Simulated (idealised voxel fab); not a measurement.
process module | voxel gate over fins
Section shown: cut. Width: 220 nm. Cell size: 5 nm, square.
Throughout this document, each cross-section is represented as a grid of square cells and is presented as a sequence of bands enumerated from the top downward, where a band comprises one or more rows of cells.
What a band's entry tells you: where the top is and where the bottom is, as heights in nm, and after that what lies inside, material by material from left to right, each with its width in nm. Empty space is written as the word "empty", and a single material marked with the word "edge to edge" occupies the band from edge to edge.
Heights are measured from 0, the level below which the as-received wafer is all one material; the lowest band has no bottom and continues downward, written as in "0 nm and below".
The expression "30 to 40" gives the width at the extremes of the band, the first number at its top row of cells and the second at its bottom row, with the width changing by equal amounts from each row to the next in between.
"all unchanged" means the step left every cell of the cross-section as it was.
Heads up: "Non-vented voids" only lists the empty pockets with no open path to the top that are 8 cells or more, and it writes them as width x height at distance, distance from the left edge, in nm.
That trailing text on a step's line, after the settings, is the simulator's own remark on the step.
overlay nm: mask right of planned place by this much (step with mask). Neg. = left.

Process steps (planned)
- 1: op RECEIVE | material Si
- 2: op CONFORMAL_DEP | material SiN | thk nm 10
- 3: op DIRECTIONAL_DEP | material aC | thk nm 15
- 4: op PATTERN | tone cover | mask id FINS | material resist | width nm 15 | pitch nm 45 | thk nm 30 | overlay nm 0
- 5: op DIRECTIONAL_ETCH | etch materials aC | depth nm 15
- 6: op STRIP | etch materials resist
- 7: op DIRECTIONAL_ETCH | etch materials SiN | depth nm 10
- 8: op DIRECTIONAL_ETCH | etch materials Si | depth nm 30
- 9: op STRIP | etch materials aC
- 10: op FILL_DEP | material SiO2 | thk nm 5
- 11: op CMP | height nm 10
- 12: op SELECTIVE_ETCH | etch materials SiO2 | depth nm 20
- 13: op STRIP | etch materials SiN
- 14: op CONFORMAL_DEP | material HfO2 | thk nm 5
- 15: op CONFORMAL_DEP | material TiN | thk nm 5
- 16: op FILL_DEP | material W | thk nm 10
- 17: op CMP | height nm 15
- 18: op CONFORMAL_DEP | material SiCN | thk nm 10

First of the two wafers, run per plan

Here's what the wafer looked like in cross-section when it arrived - that's after step 1
0 nm and below: Si edge to edge
Non-vented voids: none

After step 2
10 nm to 0 nm: SiN edge to edge
No changes below 0.

After step 3
25 nm to 10 nm: aC edge to edge
No changes below 10.

After step 4
55 nm to 25 nm: 55 of empty / 15 of resist / 30 of empty / 15 of resist / 30 of empty / 15 of resist / 60 of empty
No changes below 25.

After step 5
40 nm to 25 nm: 55 of empty / 15 of resist / 30 of empty / 15 of resist / 30 of empty / 15 of resist / 60 of empty
25 nm to 10 nm: 55 of empty / 15 of aC / 30 of empty / 15 of aC / 30 of empty / 15 of aC / 60 of empty
No changes below 10.

After step 6
25 nm to 10 nm: 55 of empty / 15 of aC / 30 of empty / 15 of aC / 30 of empty / 15 of aC / 60 of empty
No changes below 10.

After step 7
25 nm to 10 nm: 55 of empty / 15 of aC / 30 of empty / 15 of aC / 30 of empty / 15 of aC / 60 of empty
10 nm to 0 nm: 55 of empty / 15 of SiN / 30 of empty / 15 of SiN / 30 of empty / 15 of SiN / 60 of empty
No changes below 0.

After step 8
25 nm to 10 nm: 55 of empty / 15 of aC / 30 of empty / 15 of aC / 30 of empty / 15 of aC / 60 of empty
10 nm to 0 nm: 55 of empty / 15 of SiN / 30 of empty / 15 of SiN / 30 of empty / 15 of SiN / 60 of empty
0 nm to -30 nm: 55 of empty / 15 of Si / 30 of empty / 15 of Si / 30 of empty / 15 of Si / 60 of empty
No changes below -30.

After step 9
10 nm to 0 nm: 55 of empty / 15 of SiN / 30 of empty / 15 of SiN / 30 of empty / 15 of SiN / 60 of empty
No changes below 0.

After step 10
15 nm to 10 nm: SiO2 edge to edge
10 nm to 0 nm: 55 of SiO2 / 15 of SiN / 30 of SiO2 / 15 of SiN / 30 of SiO2 / 15 of SiN / 60 of SiO2
0 nm to -30 nm: 55 of SiO2 / 15 of Si / 30 of SiO2 / 15 of Si / 30 of SiO2 / 15 of Si / 60 of SiO2
No changes below -30.

After step 11
10 nm to 0 nm: 55 of SiO2 / 15 of SiN / 30 of SiO2 / 15 of SiN / 30 of SiO2 / 15 of SiN / 60 of SiO2
No changes below 0.

After step 12
10 nm to 0 nm: 55 of empty / 15 of SiN / 30 of empty / 15 of SiN / 30 of empty / 15 of SiN / 60 of empty
0 nm to -10 nm: 55 of empty / 15 of Si / 30 of empty / 15 of Si / 30 of empty / 15 of Si / 60 of empty
No changes below -10.

After step 13
0 nm to -10 nm: 55 of empty / 15 of Si / 30 of empty / 15 of Si / 30 of empty / 15 of Si / 60 of empty
No changes below -10.

After step 14
5 nm to 0 nm: 50 of empty / 25 of HfO2 / 20 of empty / 25 of HfO2 / 20 of empty / 25 of HfO2 / 55 of empty
0 nm to -5 nm: 50 of empty / 5 of HfO2 / 15 of Si / 5 of HfO2 / 20 of empty / 5 of HfO2 / 15 of Si / 5 of HfO2 / 20 of empty / 5 of HfO2 / 15 of Si / 5 of HfO2 / 55 of empty
-5 nm to -10 nm: 55 of HfO2 / 15 of Si / 30 of HfO2 / 15 of Si / 30 of HfO2 / 15 of Si / 60 of HfO2
No changes below -10.

After step 15
10 nm to 5 nm: 45 of empty / 35 of TiN / 10 of empty / 35 of TiN / 10 of empty / 35 of TiN / 50 of empty
5 nm to 0 nm: 45 of empty / 5 of TiN / 25 of HfO2 / 5 of TiN / 10 of empty / 5 of TiN / 25 of HfO2 / 5 of TiN / 10 of empty / 5 of TiN / 25 of HfO2 / 5 of TiN / 50 of empty
0 nm to -5 nm: 50 of TiN / 5 of HfO2 / 15 of Si / 5 of HfO2 / 20 of TiN / 5 of HfO2 / 15 of Si / 5 of HfO2 / 20 of TiN / 5 of HfO2 / 15 of Si / 5 of HfO2 / 55 of TiN
No changes below -5.

After step 16
20 nm to 10 nm: W edge to edge
10 nm to 5 nm: 45 of W / 35 of TiN / 10 of W / 35 of TiN / 10 of W / 35 of TiN / 50 of W
5 nm to 0 nm: 45 of W / 5 of TiN / 25 of HfO2 / 5 of TiN / 10 of W / 5 of TiN / 25 of HfO2 / 5 of TiN / 10 of W / 5 of TiN / 25 of HfO2 / 5 of TiN / 50 of W
No changes below 0.

After step 17
15 nm to 10 nm: W edge to edge
No changes below 10.

After step 18
25 nm to 15 nm: SiCN edge to edge
No changes below 15.

Second wafer: same start and same plan as the first, one execution error; identical to the first through step 17

Cross-section of the second wafer at the time step 18 of the plan should have ended
25 nm to 10 nm: W edge to edge
No changes below 10.
Which mistake was made when the wafer was run? the process deviated at step 18: the operation and settings actually run there were op CONFORMAL_DEP | material W | thk nm 10
Wrapping up, a cell-based count of both wafers puts the second over or under the first for these materials: 88 fewer of SiCN | 88 more of W
